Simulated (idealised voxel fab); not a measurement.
Title: Process Module voxel self aligned contacts
This is section cut - it's 205 nm across, gridded in 5 nm square cells.
Cross-section, as written here: a square-cell grid given band by band from the top down, where a band holds one or more rows of cells.
Per band: top height and bottom height in nm, followed by the left-to-right materials and their widths in nm; "everywhere" marks a single material spanning edge to edge, "empty" marks empty space.
For the purposes of this specification, 0 denotes the height below which the wafer in its as-received condition is composed wholly of one material, and the lowermost band, lacking a lower limit, extends downward without end, as expressed in "0 -> down".
Width "30->40": first value at the band's top row of cells, second value at its bottom row, equal change from row to row.
When a step is marked "nothing altered", none of the cells in the cross-section changed during that step.
Empty spaces counting at least 8 cells and having no open way to the top are listed in "Closed void inventory". The notation width x height at distance is used for each, the distance being from the left edge and all three values in nm.
The remark found on a step's line after its settings is issued by the simulator itself and pertains to that step.
overlay nm: where the mask lay relative to plan, measured to the right, on steps with a mask; negatives go left.

The planned process steps are enumerated hereunder:
1) RECEIVE: material Si
2) CONFORMAL_DEP: material SiO2, thk nm 5
3) DIRECTIONAL_DEP: material polySi, thk nm 20
4) DIRECTIONAL_DEP: material SiN, thk nm 20
5) MASKED_ETCH: tone cover, mask id GATE, width nm 35, pitch nm 70, etch materials SiN, depth nm 20, overlay nm 0
6) MASKED_ETCH: tone cover, mask id GATE, width nm 35, pitch nm 70, etch materials polySi, depth nm 20, overlay nm 0
7) CONFORMAL_DEP: material SiN, thk nm 10
8) DIRECTIONAL_ETCH: etch materials SiN, depth nm 10
9) FILL_DEP: material SiO2, thk nm 10
10) CMP: height nm 50
11) PATTERN: tone open, mask id CONTACT, material resist, width nm 45, pitch nm 70, thk nm 20, overlay nm -15
12) DIRECTIONAL_ETCH: etch materials SiO2, depth nm 50
13) STRIP: etch materials resist
14) CONFORMAL_DEP: material TiN, thk nm 5
15) FILL_DEP: material Ru, thk nm 10
16) CMP: height nm 50
17) CONFORMAL_DEP: material SiCN, thk nm 5
Every wafer here starts from the same state; it is the step 11 overlay nm that distinguishes them, and the value the plan gives belongs to the first wafer.

As-received cross-section, first of several wafers, post step 1:
  0 -> down | Si everywhere
  Closed void inventory: none

wafer rows; end of module; cells per material since receipt: (+) gained, (-) lost; then closed voids:
overlay nm -15; +18 Ru; +41 SiCN; +180 SiN; +74 SiO2; +54 TiN; +84 polySi; Closed void inventory: none
overlay nm -10; +18 Ru; +41 SiCN; +180 SiN; +74 SiO2; +54 TiN; +84 polySi; Closed void inventory: none
overlay nm -5; +18 Ru; +41 SiCN; +180 SiN; +74 SiO2; +54 TiN; +84 polySi; Closed void inventory: none
overlay nm 0; +18 Ru; +41 SiCN; +180 SiN; +74 SiO2; +54 TiN; +84 polySi; Closed void inventory: none
overlay nm 5; +18 Ru; +41 SiCN; +180 SiN; +74 SiO2; +54 TiN; +84 polySi; Closed void inventory: none
overlay nm 10; +18 Ru; +41 SiCN; +180 SiN; +74 SiO2; +54 TiN; +84 polySi; Closed void inventory: none
overlay nm 15; +18 Ru; +41 SiCN; +180 SiN; +74 SiO2; +54 TiN; +84 polySi; Closed void inventory: none
